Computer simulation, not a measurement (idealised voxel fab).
Documented hereafter: the process module known as voxel wiring stack.
Xsec cut, 145 nm wide, square cell size 5 nm.
In this document a cross-section is written as a grid of square cells. It is given as a series of bands, listed from the top down, and a band is one or more rows of cells.
Look at the band entry: it leads with the top's height and the bottom's height in nm. Then it lists the materials left to right, with a width in nm for each. The word "all across" on a single material says that material fills the band edge to edge. The word "blank" is empty space.
Heights are measured from 0, the level below which the as-received wafer is all one material; the lowest band has no bottom and continues downward, written as in "top 0, no bottom".
Width spec "30..40" -> top row of cells at first value, bottom row at second value, equal per-row change in between.
What does "no change occurred" mean for a step? It means no cell of the cross-section changed in that step.
"Closed void list": sealed empty spaces, 8 cells or more, no open way to top, listed width x height at distance, with distance from the left edge and width, height and distance in nm.
On a step's line, text after the settings is the simulator commenting on that step.
For masked steps, "overlay nm" on the step line gives how far right of plan the mask actually lay; a minus sign means it lay to the left.

List of planned process steps:
1 RECEIVE, material Si
2 CONFORMAL_DEP, material SiO2, thk nm 15
3 DIRECTIONAL_DEP, material TiN, thk nm 5
4 DIRECTIONAL_DEP, material W, thk nm 15
5 MASKED_ETCH, tone cover, mask id METAL_1, width nm 20, pitch nm 45, etch materials W, depth nm 15, overlay nm 0
6 MASKED_ETCH, tone cover, mask id METAL_1, width nm 20, pitch nm 45, etch materials TiN, depth nm 5, overlay nm 0
7 FILL_DEP, material lowk, thk nm 5
8 CMP, height nm 35
9 CONFORMAL_DEP, material SiCN, thk nm 5
10 DIRECTIONAL_DEP, material lowk, thk nm 15
11 DIRECTIONAL_DEP, material aC, thk nm 15
12 PATTERN, tone open, mask id PLUG_1, material resist, width nm 15, thk nm 30, overlay nm 0
13 DIRECTIONAL_ETCH, etch materials aC, depth nm 15
14 STRIP, etch materials resist
15 DIRECTIONAL_ETCH, etch materials lowk, depth nm 15
16 DIRECTIONAL_ETCH, etch materials SiCN, depth nm 5
17 STRIP, etch materials aC
18 CONFORMAL_DEP, material TiN, thk nm 5
19 FILL_DEP, material Ru, thk nm 5
20 CMP, height nm 55
21 CONFORMAL_DEP, material SiN, thk nm 5
22 DIRECTIONAL_DEP, material SiO2, thk nm 15
23 PATTERN, tone open, mask id METAL_2, material resist, width nm 15, pitch nm 45, thk nm 20, overlay nm 0
24 DIRECTIONAL_ETCH, etch materials SiO2, depth nm 15
25 DIRECTIONAL_ETCH, etch materials SiN, depth nm 5
26 STRIP, etch materials resist
27 CONFORMAL_DEP, material TiN, thk nm 5
28 FILL_DEP, material Ru, thk nm 10
29 CMP, height nm 75
30 CONFORMAL_DEP, material SiN, thk nm 5
The wafers in this document start out alike and differ in the width nm applied at step 23; the plan shows the value used for the first wafer.

As-received cross-section, first of several wafers, post step 1:
> top 0, no bottom = Si all across
> Closed void list: none

After the module's final step, step 30: the first of several wafers in cross-section:
> top 80, bottom 75 = SiN all across
> top 75, bottom 60 = 45 SiO2 / 5 TiN / 5 Ru / 5 TiN / 30 SiO2 / 5 TiN / 5 Ru / 5 TiN / 40 SiO2
> top 60, bottom 55 = 45 SiN / 15 TiN / 30 SiN / 15 TiN / 40 SiN
> top 55, bottom 40 = 40 lowk / 5 TiN / 5 Ru / 5 TiN / 90 lowk
> top 40, bottom 35 = 40 SiCN / 15 TiN / 90 SiCN
> top 35, bottom 20 = 40 lowk / 20 W / 25 lowk / 20 W / 40 lowk
> top 20, bottom 15 = 40 lowk / 20 TiN / 25 lowk / 20 TiN / 40 lowk
> top 15, bottom 0 = SiO2 all across
> top 0, no bottom = Si all across
> Closed void list: none

Cross-section of the final wafer among several, taken at the end of the module:
> top 80, bottom 75 = SiN all across
> top 75, bottom 60 = 35 SiO2 / 5 TiN / 20 Ru / 5 TiN / 15 SiO2 / 5 TiN / 20 Ru / 5 TiN / 35 SiO2
> top 60, bottom 55 = 35 SiN / 30 TiN / 15 SiN / 30 TiN / 35 SiN
> top 55, bottom 40 = 40 lowk / 5 TiN / 5 Ru / 5 TiN / 90 lowk
> top 40, bottom 35 = 40 SiCN / 15 TiN / 90 SiCN
> top 35, bottom 20 = 40 lowk / 20 W / 25 lowk / 20 W / 40 lowk
> top 20, bottom 15 = 40 lowk / 20 TiN / 25 lowk / 20 TiN / 40 lowk
> top 15, bottom 0 = SiO2 all across
> top 0, no bottom = Si all across
> Closed void list: none

What follows is a table in which each wafer occupies a row; for the wafer as it stands at the close of the module, the row states, material by material, how many cells have been gained (+) or lost (-) since receipt, and then gives its closed voids:
width nm 15; +9 Ru; +26 SiCN; +52 SiN; +156 SiO2; +35 TiN; +24 W; +162 lowk; Closed void list: none
width nm 20; +15 Ru; +26 SiCN; +50 SiN; +150 SiO2; +37 TiN; +24 W; +162 lowk; Closed void list: none
width nm 25; +21 Ru; +26 SiCN; +48 SiN; +144 SiO2; +39 TiN; +24 W; +162 lowk; Closed void list: none
width nm 30; +27 Ru; +26 SiCN; +46 SiN; +138 SiO2; +41 TiN; +24 W; +162 lowk; Closed void list: none
